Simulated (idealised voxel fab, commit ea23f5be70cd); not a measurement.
Process module name: voxel tone inversion
Shown is cross-section cut, with a width of 150 nm and square cells of size 5 nm.
In this document a cross-section is written as a grid of square cells. It is given as a series of bands, listed from the top down, and a band is one or more rows of cells.
Read a band's entry like this: the first values are the height of its top and the height of its bottom in nm, and what follows is the sequence of materials from left to right, each with its width in nm. Note that "empty" is empty space, and that a single material marked "throughout" reaches across the band from edge to edge.
Heights are expressed relative to 0, this being the level below which the as-received wafer comprises one material exclusively. The lowest band is unbounded in the downward direction and is denoted as in "0 down".
You'd read "30->40" like this: the band's top row of cells is as wide as the first number, its bottom row is as wide as the second, and going down, every row changes width by the same amount as the row before did.
For the purposes of this document, the phrase "stayed the same" attached to a step denotes that no cell within the cross-section was modified by that step.
What "Closed internal cavities" gives you is every empty space of 8 cells or more that is cut off from the top. Each appears as width x height at distance, with the distance taken from the left edge and width, height and distance all in nm.
Where a step's line continues beyond its settings, the continuation is a remark by the simulator itself on that step.
The setting "overlay nm" may be written on the line of a step. When the step uses a mask, the value reports how far to the right of the planned place the mask lay, and a negative value reports that it lay to the left.
**Listed below are the process steps as planned**
1: RECEIVE (material Si)
2: CONFORMAL_DEP (material SiCN; thk nm 5)
3: DIRECTIONAL_DEP (material polySi; thk nm 20)
4: PATTERN (tone cover; mask id POSTS; material resist; width nm 15; pitch nm 30; thk nm 25; overlay nm 0)
5: DIRECTIONAL_ETCH (etch materials polySi; depth nm 20)
6: STRIP (etch materials resist)
7: FILL_DEP (material lowk; thk nm 10)
8: CMP (height nm 25)
9: STRIP (etch materials polySi)
10: CONFORMAL_DEP (material TiN; thk nm 5)
11: FILL_DEP (material W; thk nm 5)
12: CMP (height nm 25)
13: CONFORMAL_DEP (material SiCN; thk nm 5)
**Delivered wafer in cross-section: state after step 1**
> 0 down  Si throughout
> Closed internal cavities: none
**first wafer at the end, as planned**
> 30 to 25  SiCN throughout
> 25 to 10  lowk 50 | TiN 5 | W 5 | TiN 5 | lowk 15 | TiN 5 | W 5 | TiN 5 | lowk 55
> 10 to 5  lowk 50 | TiN 15 | lowk 15 | TiN 15 | lowk 55
> 5 to 0  SiCN throughout
> 0 down  Si throughout
> Closed internal cavities: none
**This cross-section belongs to the second wafer of two at the end of the module; the start and the plan were shared with the first, and the run included one mistake**
> 30 to 25  SiCN throughout
> 25 to 10  lowk 45 | TiN 5 | W 5 | TiN 5 | lowk 15 | TiN 5 | W 5 | TiN 5 | lowk 60
> 10 to 5  lowk 45 | TiN 15 | lowk 15 | TiN 15 | lowk 60
> 5 to 0  SiCN throughout
> 0 down  Si throughout
> Closed internal cavities: none
So what did we get wrong on this run? not per plan at step 4, really ran PATTERN (tone cover; mask id POSTS; material resist; width nm 15; pitch nm 30; thk nm 25; overlay nm -5)
The concluding comparison shows that, measured in cells, each material is equally abundant on both wafers, albeit at different positions.
